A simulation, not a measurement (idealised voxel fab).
process module | voxel capacitor over wiring
cross-section cut | 295 nm wide | cells 5 nm
A cross-section is a grid of square cells, given in bands from the top down. A band is one or more rows of cells.
Each band's line starts with the height of the band's top and of its bottom, in nm. Then come its materials from left to right, each with its width in nm. One material with "throughout" fills the band from edge to edge. "air" is empty space.
Height 0 is the level under which the wafer as received is all one material. The lowest band goes on downwards, as in "0 down".
A width such as "30 to 40" changes by the same amount from each row of cells to the next, from the band's top row to its bottom row.
"no change" after a step means that no cell of the cross-section changed.
closed voids: empty space of 8 cells or more with no open way to the top, each as width x height at its distance from the left edge, in nm
after a step's settings: what the simulator itself notes on the step
overlay nm, on a step with a mask: how far to the right of its planned place the mask lay; to the left if negative
plan
1 op RECEIVE | material Si
2 op CONFORMAL_DEP | material SiO2 | thk nm 10
3 op CONFORMAL_DEP | material SiN | thk nm 5
4 op DIRECTIONAL_DEP | material lowk | thk nm 25
5 op MASKED_ETCH | tone open | mask id METAL_1 | width nm 20 | pitch nm 85 | etch materials lowk | depth nm 25 | overlay nm 0
6 op MASKED_ETCH | tone open | mask id METAL_1 | width nm 20 | pitch nm 85 | etch materials SiN | depth nm 5 | overlay nm 0
7 op CONFORMAL_DEP | material TiN | thk nm 5
8 op FILL_DEP | material Cu | thk nm 5
9 op CMP | height nm 40
10 op CONFORMAL_DEP | material SiCN | thk nm 5
11 op DIRECTIONAL_DEP | material lowk | thk nm 10
12 op MASKED_ETCH | tone open | mask id PLUG_1 | width nm 15 | etch materials lowk | depth nm 10 | overlay nm 0
13 op MASKED_ETCH | tone open | mask id PLUG_1 | width nm 15 | etch materials SiCN | depth nm 5 | overlay nm 0
14 op EPI | material Ru | thk nm 10
15 op EPI | material Ru | thk nm 5
16 op DIRECTIONAL_DEP | material TiN | thk nm 10
17 op DIRECTIONAL_DEP | material SiN | thk nm 5
18 op DIRECTIONAL_DEP | material TiN | thk nm 5
19 op DIRECTIONAL_DEP | material aC | thk nm 15
20 op PATTERN | tone cover | mask id UPPER_PLATE | material resist | width nm 70 | thk nm 30 | overlay nm 0
21 op DIRECTIONAL_ETCH | etch materials aC | depth nm 15
22 op STRIP | etch materials resist
23 op DIRECTIONAL_ETCH | etch materials TiN | depth nm 5
24 op DIRECTIONAL_ETCH | etch materials SiN | depth nm 5
25 op STRIP | etch materials aC
26 op DIRECTIONAL_DEP | material aC | thk nm 15
27 op PATTERN | tone cover | mask id LOWER_PLATE | material resist | width nm 80 | thk nm 30 | overlay nm 0
28 op DIRECTIONAL_ETCH | etch materials aC | depth nm 15
29 op STRIP | etch materials resist
30 op DIRECTIONAL_ETCH | etch materials TiN | depth nm 10
31 op STRIP | etch materials aC
32 op FILL_DEP | material SiO2 | thk nm 15
33 op CMP | height nm 85
34 op PATTERN | tone open | mask id PLUG_2 | material resist | width nm 15 | thk nm 15 | overlay nm 0
35 op DIRECTIONAL_ETCH | etch materials SiO2 | depth nm 10
36 op STRIP | etch materials resist
37 op CONFORMAL_DEP | material TiN | thk nm 5
38 op FILL_DEP | material W | thk nm 5
39 op CMP | height nm 85
40 op CONFORMAL_DEP | material SiCN | thk nm 5
as received, after step 1
  0 down: Si throughout
  closed voids: none
a wafer at the end: this start, this plan, one mistake
  90 to 85: SiCN throughout
  85 to 75: SiO2 110 to 100 | TiN 15 to 25 | SiO2 170
  75 to 70: SiO2 100 | SiN 20 | TiN 50 | SiO2 125
  70 to 65: SiO2 95 | TiN 25 | SiN 50 | SiO2 125
  65 to 60: SiO2 95 | TiN 80 | SiO2 120
  60 to 55: SiO2 95 | Ru 25 | TiN 55 | SiO2 120
  55 to 45: lowk 100 | Ru 15 | lowk 180
  45 to 40: Cu throughout
  40 to 15: lowk 95 | TiN 5 | Cu 10 | TiN 5 | lowk 65 | TiN 5 | Cu 10 | TiN 5 | lowk 95
  15 to 10: SiN 95 | TiN 20 | SiN 65 | TiN 20 | SiN 95
  10 to 0: SiO2 throughout
  0 down: Si throughout
  closed voids: none
what went wrong: step 10 ran as: op CONFORMAL_DEP | material Cu | thk nm 5
